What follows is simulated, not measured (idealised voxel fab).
process module | voxel capacitor over wiring
cross-section cut | 175 nm wide | cells 5 nm
A cross-section is a grid of square cells, given in bands from the top down. A band is one or more rows of cells.
Each band's line starts with the height of the band's top and of its bottom, in nm. Then come its materials from left to right, each with its width in nm. One material with "throughout" fills the band from edge to edge. "air" is empty space.
Height 0 is the level under which the wafer as received is all one material. The lowest band goes on downwards, as in "0 down".
A width such as "30 to 40" changes by the same amount from each row of cells to the next, from the band's top row to its bottom row.
"no change" after a step means that no cell of the cross-section changed.
closed voids: empty space of 8 cells or more with no open way to the top, each as width x height at its distance from the left edge, in nm
after a step's settings: what the simulator itself notes on the step
overlay nm, on a step with a mask: how far to the right of its planned place the mask lay; to the left if negative
plan
1 op RECEIVE | material Si
2 op CONFORMAL_DEP | material SiO2 | thk nm 10
3 op CONFORMAL_DEP | material SiN | thk nm 5
4 op DIRECTIONAL_DEP | material lowk | thk nm 25
5 op MASKED_ETCH | tone open | mask id METAL_1 | width nm 20 | pitch nm 75 | etch materials lowk | depth nm 25 | overlay nm 0
6 op MASKED_ETCH | tone open | mask id METAL_1 | width nm 20 | pitch nm 75 | etch materials SiN | depth nm 5 | overlay nm 0
7 op CONFORMAL_DEP | material TiN | thk nm 5
8 op FILL_DEP | material Cu | thk nm 10
9 op CMP | height nm 40
10 op EPI | material Ru | thk nm 5
11 op FILL_DEP | material SiCN | thk nm 5
12 op DIRECTIONAL_DEP | material lowk | thk nm 20
13 op PATTERN | tone open | mask id PLUG_1 | material resist | width nm 15 | thk nm 15 | overlay nm 0
14 op DIRECTIONAL_ETCH | etch materials lowk | depth nm 20
15 op DIRECTIONAL_ETCH | etch materials SiCN | depth nm 5
16 op STRIP | etch materials resist
17 op CONFORMAL_DEP | material TiN | thk nm 5
18 op FILL_DEP | material Cu | thk nm 10
19 op CMP | height nm 70
20 op DIRECTIONAL_DEP | material TiN | thk nm 10
21 op DIRECTIONAL_DEP | material SiN | thk nm 5
22 op DIRECTIONAL_DEP | material TiN | thk nm 10
23 op DIRECTIONAL_DEP | material aC | thk nm 15
24 op PATTERN | tone cover | mask id UPPER_PLATE | material resist | width nm 60 | thk nm 35 | overlay nm 0
25 op DIRECTIONAL_ETCH | etch materials aC | depth nm 15
26 op STRIP | etch materials resist
27 op DIRECTIONAL_ETCH | etch materials TiN | depth nm 10
28 op DIRECTIONAL_ETCH | etch materials SiN | depth nm 5
29 op STRIP | etch materials aC
30 op DIRECTIONAL_DEP | material aC | thk nm 15
31 op PATTERN | tone cover | mask id LOWER_PLATE | material resist | width nm 70 | thk nm 30 | overlay nm 0
32 op DIRECTIONAL_ETCH | etch materials aC | depth nm 15
33 op STRIP | etch materials resist
34 op DIRECTIONAL_ETCH | etch materials TiN | depth nm 10
35 op STRIP | etch materials aC
36 op FILL_DEP | material SiO2 | thk nm 15
37 op CMP | height nm 105
38 op MASKED_ETCH | tone open | mask id PLUG_2 | width nm 15 | etch materials SiO2 | depth nm 10 | overlay nm 0
39 op CONFORMAL_DEP | material TiN | thk nm 5
40 op FILL_DEP | material Ru | thk nm 5
41 op CMP | height nm 105
42 op CONFORMAL_DEP | material SiCN | thk nm 5
as received, after step 1
  0 down: Si throughout
  closed voids: none
a wafer at the end: this start, this plan, one mistake
  110 to 105: SiCN throughout
  105 to 100: SiO2 55 | TiN 5 | Ru 5 | TiN 5 | SiO2 105
  100 to 95: SiO2 55 | TiN 15 | SiO2 105
  95 to 85: SiO2 40 | TiN 5 | SiO2 60 | TiN 5 | SiO2 65
  85 to 80: SiN 45 | SiO2 60 | SiN 70
  80 to 70: TiN throughout
  70 to 50: lowk 45 | TiN 5 | Cu 5 | TiN 5 | lowk 115
  50 to 45: SiCN 45 | TiN 15 | SiCN 115
  45 to 40: SiCN 35 | Ru 30 | SiCN 45 | Ru 30 | SiCN 35
  40 to 15: lowk 40 | TiN 5 | Cu 10 | TiN 5 | lowk 55 | TiN 5 | Cu 10 | TiN 5 | lowk 40
  15 to 10: SiN 40 | TiN 20 | SiN 55 | TiN 20 | SiN 40
  10 to 0: SiO2 throughout
  0 down: Si throughout
  closed voids: none
what went wrong: step 24 ran as: op PATTERN | tone open | mask id UPPER_PLATE | material resist | width nm 60 | thk nm 35 | overlay nm 0
